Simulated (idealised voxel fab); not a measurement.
process module | voxel spacer lines
cross-section cut | 175 nm wide | cells 5 nm
A cross-section is a grid of square cells, given in bands from the top down. A band is one or more rows of cells.
Each band's line starts with the height of the band's top and of its bottom, in nm. Then come its materials from left to right, each with its width in nm. One material with "throughout" fills the band from edge to edge. "air" is empty space.
Height 0 is the level under which the wafer as received is all one material. The lowest band goes on downwards, as in "0 down".
A width such as "30 to 40" changes by the same amount from each row of cells to the next, from the band's top row to its bottom row.
"no change" after a step means that no cell of the cross-section changed.
closed voids: empty space of 8 cells or more with no open way to the top, each as width x height at its distance from the left edge, in nm
after a step's settings: what the simulator itself notes on the step
overlay nm, on a step with a mask: how far to the right of its planned place the mask lay; to the left if negative
plan
1 op RECEIVE | material Si
2 op CONFORMAL_DEP | material Al2O3 | thk nm 5
3 op DIRECTIONAL_DEP | material polySi | thk nm 20
4 op DIRECTIONAL_DEP | material aC | thk nm 30
5 op PATTERN | tone cover | mask id MANDREL | material resist | width nm 20 | pitch nm 60 | thk nm 40 | overlay nm 0
6 op DIRECTIONAL_ETCH | etch materials aC | depth nm 30
7 op STRIP | etch materials resist
8 op CONFORMAL_DEP | material SiN | thk nm 10
9 op DIRECTIONAL_ETCH | etch materials SiN | depth nm 10
10 op STRIP | etch materials aC
11 op DIRECTIONAL_ETCH | etch materials polySi | depth nm 20
12 op STRIP | etch materials SiN
13 op FILL_DEP | material SiO2 | thk nm 5
14 op CMP | height nm 30
varied across the wafers: thk nm of step 2. The plan shows the first wafer's value. All wafers start alike
first wafer as received, after step 1
  0 down: Si throughout
  closed voids: none
first wafer at the end, after step 14
  30 to 25: SiO2 throughout
  25 to 5: SiO2 35 | polySi 10 | SiO2 20 | polySi 10 | SiO2 20 | polySi 10 | SiO2 20 | polySi 10 | SiO2 40
  5 to 0: Al2O3 throughout
  0 down: Si throughout
  closed voids: none
last wafer at the end
  30 to 25: SiO2 35 | polySi 10 | SiO2 20 | polySi 10 | SiO2 20 | polySi 10 | SiO2 20 | polySi 10 | SiO2 40
  25 to 0: Al2O3 throughout
  0 down: Si throughout
  closed voids: none
each wafer at the end: cells of each material gained (+) or lost (-) since it was received, then its closed voids
thk nm 5 | +35 Al2O3 | +143 SiO2 | +32 polySi | closed voids: none
thk nm 10 | +70 Al2O3 | +108 SiO2 | +32 polySi | closed voids: none
thk nm 15 | +105 Al2O3 | +81 SiO2 | +24 polySi | closed voids: none
thk nm 20 | +140 Al2O3 | +54 SiO2 | +16 polySi | closed voids: none
thk nm 25 | +175 Al2O3 | +27 SiO2 | +8 polySi | closed voids: none
